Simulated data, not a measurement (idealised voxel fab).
The following is a process module called voxel gate over fins.
The width of the displayed cross-section, cut, is 180 nm; its cells are square, with a size of 5 nm.
Square cells in a grid make up a cross-section in this document, and the grid is given as bands, listed from the top down, each one or more rows of cells. Within each band entry, the heights of the top and of the bottom of the band appear first, in that order and in nm; the materials of the band then follow from left to right, each with its corresponding width in nm. The designation "edge to edge" on a single material indicates that it fills the band from edge to edge; the designation "air" indicates empty space. Zero point of the height axis is 0; under it, received wafer = one material. Lowest band: continues down indefinitely, "from 0 down". With a width like "30 to 40", each row of cells in the band differs from the next by the same amount, the top row carrying the first number and the bottom row the second. "nothing was modified" for a step: no cell of the cross-section changed in that step. Closed empty spaces (no open way to the top) of 8 cells or more are what "Enclosed voids" lists, each as width x height at distance from the left edge, nm for all three. That trailing text on a step's line, after the settings, is the simulator's own remark on the step. "overlay nm" denotes, for a step that has a mask, the displacement of the mask to the right of its planned place, with negative values corresponding to the left.

## Steps in the process plan
1: RECEIVE [material Si]
2: CONFORMAL_DEP [material SiN] [thk nm 10]
3: DIRECTIONAL_DEP [material aC] [thk nm 10]
4: PATTERN [tone cover] [mask id FINS] [material resist] [width nm 15] [pitch nm 40] [thk nm 25] [overlay nm 0]
5: DIRECTIONAL_ETCH [etch materials aC] [depth nm 10]
6: STRIP [etch materials resist]
7: DIRECTIONAL_ETCH [etch materials SiN] [depth nm 10]
8: DIRECTIONAL_ETCH [etch materials Si] [depth nm 30]
9: STRIP [etch materials aC]
10: OXIDIZE [depth nm 5]
11: FILL_DEP [material SiO2] [thk nm 15]
12: CMP [height nm 10]
13: SELECTIVE_ETCH [etch materials SiO2] [depth nm 25]
14: STRIP [etch materials SiN]
15: CONFORMAL_DEP [material HfO2] [thk nm 5]
16: CONFORMAL_DEP [material TiN] [thk nm 5]
17: FILL_DEP [material W] [thk nm 10]
18: CMP [height nm 15]
19: CONFORMAL_DEP [material SiCN] [thk nm 10]

## The first wafer of two, processed as planned

## Cross-section, incoming material, after step 1
from 0 down: Si edge to edge
Enclosed voids: none

## Sectional view: wafer, after step 2
from 10 to 0: SiN edge to edge
Unchanged below 0.

## Sectional view: wafer, after step 3
from 20 to 10: aC edge to edge
Unchanged below 10.

## Sectional view: wafer, after step 4
from 45 to 20: 20 of air, 15 of resist, 25 of air, 15 of resist, 25 of air, 15 of resist, 25 of air, 15 of resist, 25 of air
Unchanged below 20.

## Sectional view: wafer, after step 5
from 35 to 20: 20 of air, 15 of resist, 25 of air, 15 of resist, 25 of air, 15 of resist, 25 of air, 15 of resist, 25 of air
from 20 to 10: 20 of air, 15 of aC, 25 of air, 15 of aC, 25 of air, 15 of aC, 25 of air, 15 of aC, 25 of air
Unchanged below 10.

## Sectional view: wafer, after step 6
from 20 to 10: 20 of air, 15 of aC, 25 of air, 15 of aC, 25 of air, 15 of aC, 25 of air, 15 of aC, 25 of air
Unchanged below 10.

## Sectional view: wafer, after step 7
from 20 to 10: 20 of air, 15 of aC, 25 of air, 15 of aC, 25 of air, 15 of aC, 25 of air, 15 of aC, 25 of air
from 10 to 0: 20 of air, 15 of SiN, 25 of air, 15 of SiN, 25 of air, 15 of SiN, 25 of air, 15 of SiN, 25 of air
Unchanged below 0.

## Sectional view: wafer, after step 8
from 20 to 10: 20 of air, 15 of aC, 25 of air, 15 of aC, 25 of air, 15 of aC, 25 of air, 15 of aC, 25 of air
from 10 to 0: 20 of air, 15 of SiN, 25 of air, 15 of SiN, 25 of air, 15 of SiN, 25 of air, 15 of SiN, 25 of air
from 0 to -30: 20 of air, 15 of Si, 25 of air, 15 of Si, 25 of air, 15 of Si, 25 of air, 15 of Si, 25 of air
Unchanged below -30.

## Sectional view: wafer, after step 9
from 10 to 0: 20 of air, 15 of SiN, 25 of air, 15 of SiN, 25 of air, 15 of SiN, 25 of air, 15 of SiN, 25 of air
Unchanged below 0.

## Sectional view: wafer, after step 10
from 10 to 0: 20 of air, 15 of SiN, 25 of air, 15 of SiN, 25 of air, 15 of SiN, 25 of air, 15 of SiN, 25 of air
from 0 to -30: 20 of air, 5 of SiO2, 5 of Si, 5 of SiO2, 25 of air, 5 of SiO2, 5 of Si, 5 of SiO2, 25 of air, 5 of SiO2, 5 of Si, 5 of SiO2, 25 of air, 5 of SiO2, 5 of Si, 5 of SiO2, 25 of air
from -30 to -35: 25 of SiO2, 5 of Si, 35 of SiO2, 5 of Si, 35 of SiO2, 5 of Si, 35 of SiO2, 5 of Si, 30 of SiO2
Unchanged below -35.

## Sectional view: wafer, after step 11
from 25 to 10: SiO2 edge to edge
from 10 to 0: 20 of SiO2, 15 of SiN, 25 of SiO2, 15 of SiN, 25 of SiO2, 15 of SiN, 25 of SiO2, 15 of SiN, 25 of SiO2
from 0 to -35: 25 of SiO2, 5 of Si, 35 of SiO2, 5 of Si, 35 of SiO2, 5 of Si, 35 of SiO2, 5 of Si, 30 of SiO2
Unchanged below -35.

## Sectional view: wafer, after step 12
from 10 to 0: 20 of SiO2, 15 of SiN, 25 of SiO2, 15 of SiN, 25 of SiO2, 15 of SiN, 25 of SiO2, 15 of SiN, 25 of SiO2
Unchanged below 0.

## Sectional view: wafer, after step 13
from 10 to 0: 20 of air, 15 of SiN, 25 of air, 15 of SiN, 25 of air, 15 of SiN, 25 of air, 15 of SiN, 25 of air
from 0 to -15: 25 of air, 5 of Si, 35 of air, 5 of Si, 35 of air, 5 of Si, 35 of air, 5 of Si, 30 of air
Unchanged below -15.

## Sectional view: wafer, after step 14
from 0 to -15: 25 of air, 5 of Si, 35 of air, 5 of Si, 35 of air, 5 of Si, 35 of air, 5 of Si, 30 of air
Unchanged below -15.

## Sectional view: wafer, after step 15
from 5 to 0: 20 of air, 15 of HfO2, 25 of air, 15 of HfO2, 25 of air, 15 of HfO2, 25 of air, 15 of HfO2, 25 of air
from 0 to -10: 20 of air, 5 of HfO2, 5 of Si, 5 of HfO2, 25 of air, 5 of HfO2, 5 of Si, 5 of HfO2, 25 of air, 5 of HfO2, 5 of Si, 5 of HfO2, 25 of air, 5 of HfO2, 5 of Si, 5 of HfO2, 25 of air
from -10 to -15: 25 of HfO2, 5 of Si, 35 of HfO2, 5 of Si, 35 of HfO2, 5 of Si, 35 of HfO2, 5 of Si, 30 of HfO2
Unchanged below -15.

## Sectional view: wafer, after step 16
from 10 to 5: 15 of air, 25 of TiN, 15 of air, 25 of TiN, 15 of air, 25 of TiN, 15 of air, 25 of TiN, 20 of air
from 5 to 0: 15 of air, 5 of TiN, 15 of HfO2, 5 of TiN, 15 of air, 5 of TiN, 15 of HfO2, 5 of TiN, 15 of air, 5 of TiN, 15 of HfO2, 5 of TiN, 15 of air, 5 of TiN, 15 of HfO2, 5 of TiN, 20 of air
from 0 to -5: 15 of air, 5 of TiN, 5 of HfO2, 5 of Si, 5 of HfO2, 5 of TiN, 15 of air, 5 of TiN, 5 of HfO2, 5 of Si, 5 of HfO2, 5 of TiN, 15 of air, 5 of TiN, 5 of HfO2, 5 of Si, 5 of HfO2, 5 of TiN, 15 of air, 5 of TiN, 5 of HfO2, 5 of Si, 5 of HfO2, 5 of TiN, 20 of air
from -5 to -10: 20 of TiN, 5 of HfO2, 5 of Si, 5 of HfO2, 25 of TiN, 5 of HfO2, 5 of Si, 5 of HfO2, 25 of TiN, 5 of HfO2, 5 of Si, 5 of HfO2, 25 of TiN, 5 of HfO2, 5 of Si, 5 of HfO2, 25 of TiN
Unchanged below -10.

## Sectional view: wafer, after step 17
from 20 to 10: W edge to edge
from 10 to 5: 15 of W, 25 of TiN, 15 of W, 25 of TiN, 15 of W, 25 of TiN, 15 of W, 25 of TiN, 20 of W
from 5 to 0: 15 of W, 5 of TiN, 15 of HfO2, 5 of TiN, 15 of W, 5 of TiN, 15 of HfO2, 5 of TiN, 15 of W, 5 of TiN, 15 of HfO2, 5 of TiN, 15 of W, 5 of TiN, 15 of HfO2, 5 of TiN, 20 of W
from 0 to -5: 15 of W, 5 of TiN, 5 of HfO2, 5 of Si, 5 of HfO2, 5 of TiN, 15 of W, 5 of TiN, 5 of HfO2, 5 of Si, 5 of HfO2, 5 of TiN, 15 of W, 5 of TiN, 5 of HfO2, 5 of Si, 5 of HfO2, 5 of TiN, 15 of W, 5 of TiN, 5 of HfO2, 5 of Si, 5 of HfO2, 5 of TiN, 20 of W
Unchanged below -5.

## Sectional view: wafer, after step 18
from 15 to 10: W edge to edge
Unchanged below 10.

## Sectional view: wafer, after step 19
from 25 to 15: SiCN edge to edge
Unchanged below 15.

## It is to be noted that the second wafer proceeded from the same initial state and according to the same plan as the first, although one mistake was committed in its execution; through step 12, inclusive, the two wafers share an identical history

## The second wafer in cross-section, at the planned close of step 13
from 10 to 0: 20 of air, 15 of SiN, 25 of air, 15 of SiN, 25 of air, 15 of SiN, 25 of air, 15 of SiN, 25 of air
from 0 to -35: 25 of air, 5 of Si, 35 of air, 5 of Si, 35 of air, 5 of Si, 35 of air, 5 of Si, 30 of air
Unchanged below -35.

## The second wafer in cross-section, at the planned close of step 14
from 0 to -35: 25 of air, 5 of Si, 35 of air, 5 of Si, 35 of air, 5 of Si, 35 of air, 5 of Si, 30 of air
Unchanged below -35.

## The second wafer in cross-section, at the planned close of step 15
from 5 to 0: 20 of air, 15 of HfO2, 25 of air, 15 of HfO2, 25 of air, 15 of HfO2, 25 of air, 15 of HfO2, 25 of air
from 0 to -30: 20 of air, 5 of HfO2, 5 of Si, 5 of HfO2, 25 of air, 5 of HfO2, 5 of Si, 5 of HfO2, 25 of air, 5 of HfO2, 5 of Si, 5 of HfO2, 25 of air, 5 of HfO2, 5 of Si, 5 of HfO2, 25 of air
from -30 to -35: 25 of HfO2, 5 of Si, 35 of HfO2, 5 of Si, 35 of HfO2, 5 of Si, 35 of HfO2, 5 of Si, 30 of HfO2
Unchanged below -35.

## The second wafer in cross-section, at the planned close of step 16
from 10 to 5: 15 of air, 25 of TiN, 15 of air, 25 of TiN, 15 of air, 25 of TiN, 15 of air, 25 of TiN, 20 of air
from 5 to 0: 15 of air, 5 of TiN, 15 of HfO2, 5 of TiN, 15 of air, 5 of TiN, 15 of HfO2, 5 of TiN, 15 of air, 5 of TiN, 15 of HfO2, 5 of TiN, 15 of air, 5 of TiN, 15 of HfO2, 5 of TiN, 20 of air
from 0 to -25: 15 of air, 5 of TiN, 5 of HfO2, 5 of Si, 5 of HfO2, 5 of TiN, 15 of air, 5 of TiN, 5 of HfO2, 5 of Si, 5 of HfO2, 5 of TiN, 15 of air, 5 of TiN, 5 of HfO2, 5 of Si, 5 of HfO2, 5 of TiN, 15 of air, 5 of TiN, 5 of HfO2, 5 of Si, 5 of HfO2, 5 of TiN, 20 of air
from -25 to -30: 20 of TiN, 5 of HfO2, 5 of Si, 5 of HfO2, 25 of TiN, 5 of HfO2, 5 of Si, 5 of HfO2, 25 of TiN, 5 of HfO2, 5 of Si, 5 of HfO2, 25 of TiN, 5 of HfO2, 5 of Si, 5 of HfO2, 25 of TiN
Unchanged below -30.

## The second wafer in cross-section, at the planned close of step 17
from 20 to 10: W edge to edge
from 10 to 5: 15 of W, 25 of TiN, 15 of W, 25 of TiN, 15 of W, 25 of TiN, 15 of W, 25 of TiN, 20 of W
from 5 to 0: 15 of W, 5 of TiN, 15 of HfO2, 5 of TiN, 15 of W, 5 of TiN, 15 of HfO2, 5 of TiN, 15 of W, 5 of TiN, 15 of HfO2, 5 of TiN, 15 of W, 5 of TiN, 15 of HfO2, 5 of TiN, 20 of W
from 0 to -25: 15 of W, 5 of TiN, 5 of HfO2, 5 of Si, 5 of HfO2, 5 of TiN, 15 of W, 5 of TiN, 5 of HfO2, 5 of Si, 5 of HfO2, 5 of TiN, 15 of W, 5 of TiN, 5 of HfO2, 5 of Si, 5 of HfO2, 5 of TiN, 15 of W, 5 of TiN, 5 of HfO2, 5 of Si, 5 of HfO2, 5 of TiN, 20 of W
Unchanged below -25.

## The second wafer in cross-section, at the planned close of step 18
from 15 to 10: W edge to edge
Unchanged below 10.

## The second wafer in cross-section, at the planned close of step 19
from 25 to 15: SiCN edge to edge
Unchanged below 15.
Against the plan, the run slipped here: in the plan, step 13 was performed twice
Once processing is complete, comparing cell counts shows that the second wafer has more or fewer of certain materials than the first: 32 more of HfO2, 128 fewer of SiO2, 32 more of TiN, 64 more of W
